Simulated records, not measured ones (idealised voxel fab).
The following process module bears the name voxel self aligned vias.
We display cut, a cross-section 300 nm in width whose square cells are each 5 nm.
A cross-section is a grid of square cells, given in bands from the top down. A band is one or more rows of cells. Look at the band entry: it leads with the top's height and the bottom's height in nm. Then it lists the materials left to right, with a width in nm for each. The word "everywhere" on a single material says that material fills the band edge to edge. The word "blank" is empty space. Heights from 0 (as-received wafer is one material below). Bottom band endless downward, as "z 0 and below". Width: "30->40" (first number = top row, second number = bottom row, same change from row to row of cells). It should be understood that the words "nothing different", when stated for a given step, signify that the cross-section underwent no change in any of its cells during that step. The list in "Unvented internal voids" covers empty spaces of 8 cells or more that cannot reach the top through any open way, and it gives each as width x height at distance; the distance is from the left edge, and width, height and distance are in nm. Formally, on a step line, whatever follows the settings is a remark that the simulator itself makes on the step. A step's line can hold "overlay nm"; with a mask on that step, the setting says how far right of the planned place the mask lay, while a negative setting says it lay to the left.

-- The steps planned for the process are as follows
step 1: RECEIVE (material Si)
step 2: CONFORMAL_DEP (material SiO2; thk nm 10)
step 3: CONFORMAL_DEP (material SiCN; thk nm 5)
step 4: DIRECTIONAL_DEP (material SiO2; thk nm 30)
step 5: DIRECTIONAL_DEP (material aC; thk nm 15)
step 6: PATTERN (tone open; mask id LINES; material resist; width nm 20; pitch nm 55; thk nm 30; overlay nm 0)
step 7: DIRECTIONAL_ETCH (etch materials aC; depth nm 15)
step 8: STRIP (etch materials resist)
step 9: DIRECTIONAL_ETCH (etch materials SiO2; depth nm 30)
step 10: STRIP (etch materials aC)
step 11: CONFORMAL_DEP (material TiN; thk nm 5)
step 12: FILL_DEP (material Ru; thk nm 10)
step 13: CMP (height nm 45)
step 14: SELECTIVE_ETCH (etch materials W Ru TiN; depth nm 5)
step 15: FILL_DEP (material SiN; thk nm 5)
step 16: CMP (height nm 45)
step 17: DIRECTIONAL_DEP (material SiO2; thk nm 15)
step 18: MASKED_ETCH (tone open; mask id VIAS; width nm 30; pitch nm 55; etch materials SiO2; depth nm 15; overlay nm 0)
step 19: MASKED_ETCH (tone open; mask id VIAS; width nm 30; pitch nm 55; etch materials SiN; depth nm 5; overlay nm 0)
step 20: CONFORMAL_DEP (material TiN; thk nm 5)
step 21: FILL_DEP (material Cu; thk nm 5)
step 22: CMP (height nm 60)
step 23: CONFORMAL_DEP (material SiCN; thk nm 5)

-- Incoming wafer, cross-sectional view, post step 1
	z 0 and below = Si everywhere
	Unvented internal voids: none

-- What the wafer looks like in cross-section after this module, when it starts as shown above and follows the plan above but one mistake is made in running it
	z 65 to 60 = SiCN everywhere
	z 60 to 45 = 80 nm SiO2 | 5 nm TiN | 20 nm Cu | 5 nm TiN | 25 nm SiO2 | 5 nm TiN | 20 nm Cu | 5 nm TiN | 25 nm SiO2 | 5 nm TiN | 20 nm Cu | 5 nm TiN | 80 nm SiO2
	z 45 to 40 = 80 nm SiO2 | 30 nm TiN | 25 nm SiO2 | 30 nm TiN | 25 nm SiO2 | 30 nm TiN | 80 nm SiO2
	z 40 to 30 = 80 nm SiO2 | 10 nm TiN | 10 nm Ru | 10 nm TiN | 25 nm SiO2 | 10 nm TiN | 10 nm Ru | 10 nm TiN | 25 nm SiO2 | 10 nm TiN | 10 nm Ru | 10 nm TiN | 80 nm SiO2
	z 30 to 20 = 85 nm SiO2 | 5 nm TiN | 10 nm Ru | 5 nm TiN | 35 nm SiO2 | 5 nm TiN | 10 nm Ru | 5 nm TiN | 35 nm SiO2 | 5 nm TiN | 10 nm Ru | 5 nm TiN | 85 nm SiO2
	z 20 to 15 = 85 nm SiO2 | 20 nm TiN | 35 nm SiO2 | 20 nm TiN | 35 nm SiO2 | 20 nm TiN | 85 nm SiO2
	z 15 to 10 = SiCN everywhere
	z 10 to 0 = SiO2 everywhere
	z 0 and below = Si everywhere
	Unvented internal voids: none
Want to know what went wrong? step 18 in the plan was executed twice
